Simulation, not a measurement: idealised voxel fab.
Module name: voxel ribs on slabs (process module)
It is cross-section cut that appears here, measuring 280 nm in width, its square cells being 5 nm in size.
A cross-section in this document is a grid of square cells, and it is written down as bands, the top band listed before the ones below it; a band is made up of one or more rows of cells.
Band: top height; bottom height; in nm. Then, left to right: material with width in nm, for each material. "everywhere": a single material spanning edge to edge. "empty": empty space.
Height 0 is the level under which the wafer as received is all one material. The lowest band goes on downwards, as in "from 0 down".
Per-row width for "30..40": begins at first number (top row of band), ends at second number (bottom row), increment between rows held constant.
The cross-section has no changed cell in any step marked "left unchanged".
Enclosed internal voids: empty space of 8 cells or more with no open way to the top, each as width x height at its distance from the left edge, in nm
Formally, on a step line, whatever follows the settings is a remark that the simulator itself makes on the step.
overlay nm: for a step with a mask, the amount by which the mask lay right of where it was planned; a negative amount means left of it.

## These are the steps we planned for the process
1,RECEIVE, material Si
2,DIRECTIONAL_DEP, material SiO2, thk nm 25
3,DIRECTIONAL_DEP, material polySi, thk nm 15
4,DIRECTIONAL_DEP, material aC, thk nm 10
5,PATTERN, tone cover, mask id RIB, material resist, width nm 15, thk nm 30, overlay nm 0
6,DIRECTIONAL_ETCH, etch materials aC, depth nm 10
7,STRIP, etch materials resist
8,DIRECTIONAL_ETCH, etch materials polySi, depth nm 10
9,STRIP, etch materials aC
10,MASKED_ETCH, tone cover, mask id SLAB, width nm 45, etch materials polySi, depth nm 5, overlay nm 0
11,FILL_DEP, material SiO2, thk nm 15
12,CMP, height nm 50
13,DIRECTIONAL_DEP, material TiN, thk nm 5
14,MASKED_ETCH, tone cover, mask id HEATER, width nm 25, etch materials TiN, depth nm 5, overlay nm 0
15,CONFORMAL_DEP, material SiO2, thk nm 10

## Received-state cross-section, reflecting completion of step 1
    from 0 down = Si everywhere
    Enclosed internal voids: none

## First wafer of two, sectioned at end of module; run went per plan
    from 65 to 60 = empty 115  SiO2 45  empty 120
    from 60 to 55 = SiO2 everywhere
    from 55 to 50 = SiO2 125  TiN 25  SiO2 130
    from 50 to 40 = SiO2 everywhere
    from 40 to 30 = SiO2 130  polySi 15  SiO2 135
    from 30 to 25 = SiO2 115  polySi 45  SiO2 120
    from 25 to 0 = SiO2 everywhere
    from 0 down = Si everywhere
    Enclosed internal voids: none

## End-of-module cross-section of the second wafer: identical starting point and process plan to the first, with one processing mistake
    from 65 to 60 = empty 115  SiO2 45  empty 120
    from 60 to 55 = SiO2 everywhere
    from 55 to 50 = SiO2 125  TiN 25  SiO2 130
    from 50 to 35 = SiO2 everywhere
    from 35 to 25 = SiO2 130  polySi 15  SiO2 135
    from 25 to 20 = SiO2 115  polySi 45  SiO2 120
    from 20 to 0 = SiO2 everywhere
    from 0 down = Si everywhere
    Enclosed internal voids: none
what went wrong: step 2 ran as: DIRECTIONAL_DEP, material SiO2, thk nm 20
Matching per-material cell counts, mismatched positions: that is how the second wafer compares with the first at the end.
